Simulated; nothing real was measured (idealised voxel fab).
Name of the process module below: voxel wiring stack
The cross-section shown here is cut; it is 260 nm wide and divided into square cells measuring 5 nm on a side.
A cross-section is written here as square cells arranged in a grid, and it is given in bands from the top down, each band taking up one or more rows of cells.
Read a band's entry like this: the first values are the height of its top and the height of its bottom in nm, and what follows is the sequence of materials from left to right, each with its width in nm. Note that "empty" is empty space, and that a single material marked "everywhere" reaches across the band from edge to edge.
All heights in this document are referenced to 0, defined as the level beneath which the wafer, as received, consists entirely of one material. The lowest band is not bounded below; it extends indefinitely downward and is written in the form "0 -> down".
Top row gets the first number, bottom row gets the second, and each row in between changes by the same step: that is how a band width like "30->40" works.
Where a step carries "everything unchanged", the cross-section came out of it unchanged, cell for cell.
Voids not open to the top, 8 cells minimum: see "Closed void table". Written width x height at distance; distance is from the left edge; nm.
That trailing text on a step's line, after the settings, is the simulator's own remark on the step.
A step line may carry the setting "overlay nm", which, for steps involving a mask, states the distance by which the mask lay to the right of its intended position; negative values denote displacement to the left.
# Steps in the process plan
1) op RECEIVE | material Si
2) op CONFORMAL_DEP | material SiO2 | thk nm 10
3) op DIRECTIONAL_DEP | material TiN | thk nm 5
4) op DIRECTIONAL_DEP | material Ru | thk nm 25
5) op DIRECTIONAL_DEP | material aC | thk nm 10
6) op PATTERN | tone cover | mask id METAL_1 | material resist | width nm 20 | pitch nm 50 | thk nm 25 | overlay nm 0
7) op DIRECTIONAL_ETCH | etch materials aC | depth nm 10
8) op STRIP | etch materials resist
9) op DIRECTIONAL_ETCH | etch materials Ru | depth nm 25
10) op DIRECTIONAL_ETCH | etch materials TiN | depth nm 5
11) op STRIP | etch materials aC
12) op CONFORMAL_DEP | material SiN | thk nm 5
13) op FILL_DEP | material lowk | thk nm 10
14) op CMP | height nm 40
15) op CONFORMAL_DEP | material SiCN | thk nm 5
16) op DIRECTIONAL_DEP | material lowk | thk nm 25
17) op MASKED_ETCH | tone open | mask id METAL_2_HOLES | width nm 15 | pitch nm 50 | etch materials lowk | depth nm 25 | overlay nm 0
18) op PATTERN | tone open | mask id METAL_2 | material resist | width nm 20 | pitch nm 50 | thk nm 20 | overlay nm 0
19) op DIRECTIONAL_ETCH | etch materials lowk | depth nm 15
20) op DIRECTIONAL_ETCH | etch materials SiCN | depth nm 5
21) op STRIP | etch materials resist
22) op CONFORMAL_DEP | material TiN | thk nm 5
23) op FILL_DEP | material Ru | thk nm 5
24) op CMP | height nm 70
25) op CONFORMAL_DEP | material SiCN | thk nm 5
26) op DIRECTIONAL_DEP | material lowk | thk nm 35
27) op PATTERN | tone open | mask id METAL_3 | material resist | width nm 20 | pitch nm 50 | thk nm 20 | overlay nm -15
28) op DIRECTIONAL_ETCH | etch materials lowk | depth nm 20
29) op STRIP | etch materials resist
30) op MASKED_ETCH | tone open | mask id METAL_3_HOLES | width nm 15 | pitch nm 50 | etch materials lowk | depth nm 15 | overlay nm 0
31) op MASKED_ETCH | tone open | mask id METAL_3_HOLES | width nm 15 | pitch nm 50 | etch materials SiCN | depth nm 5 | overlay nm 0
32) op CONFORMAL_DEP | material TiN | thk nm 5
33) op FILL_DEP | material Cu | thk nm 5
34) op CMP | height nm 110
35) op CONFORMAL_DEP | material SiCN | thk nm 5
Be aware that, although all wafers share a common starting state, the overlay nm at step 27 differs among them, and the plan displays the first wafer's value.
# This is how the first of several wafers looked in cross-section when it arrived, which is after step 1
* 0 -> down | Si everywhere
* Closed void table: none
# Every row in this table is a wafer at the end of the module, and it gives, for each of the materials, the cells that wafer has gained (+) or lost (-) since it was received, then its closed voids
overlay nm -15, +40 Cu, +108 Ru, +140 SiCN, +76 SiN, +104 SiO2, +136 TiN, +592 lowk, Closed void table: none
overlay nm -10, +32 Cu, +108 Ru, +136 SiCN, +76 SiN, +104 SiO2, +148 TiN, +592 lowk, Closed void table: none
overlay nm -5, +40 Cu, +108 Ru, +132 SiCN, +76 SiN, +104 SiO2, +144 TiN, +592 lowk, Closed void table: none
overlay nm 0, +40 Cu, +108 Ru, +132 SiCN, +76 SiN, +104 SiO2, +144 TiN, +592 lowk, Closed void table: none
overlay nm 5, +32 Cu, +108 Ru, +136 SiCN, +76 SiN, +104 SiO2, +148 TiN, +592 lowk, Closed void table: none
overlay nm 10, +40 Cu, +108 Ru, +140 SiCN, +76 SiN, +104 SiO2, +136 TiN, +592 lowk, Closed void table: none
overlay nm 15, +48 Cu, +108 Ru, +144 SiCN, +76 SiN, +104 SiO2, +124 TiN, +592 lowk, Closed void table: none
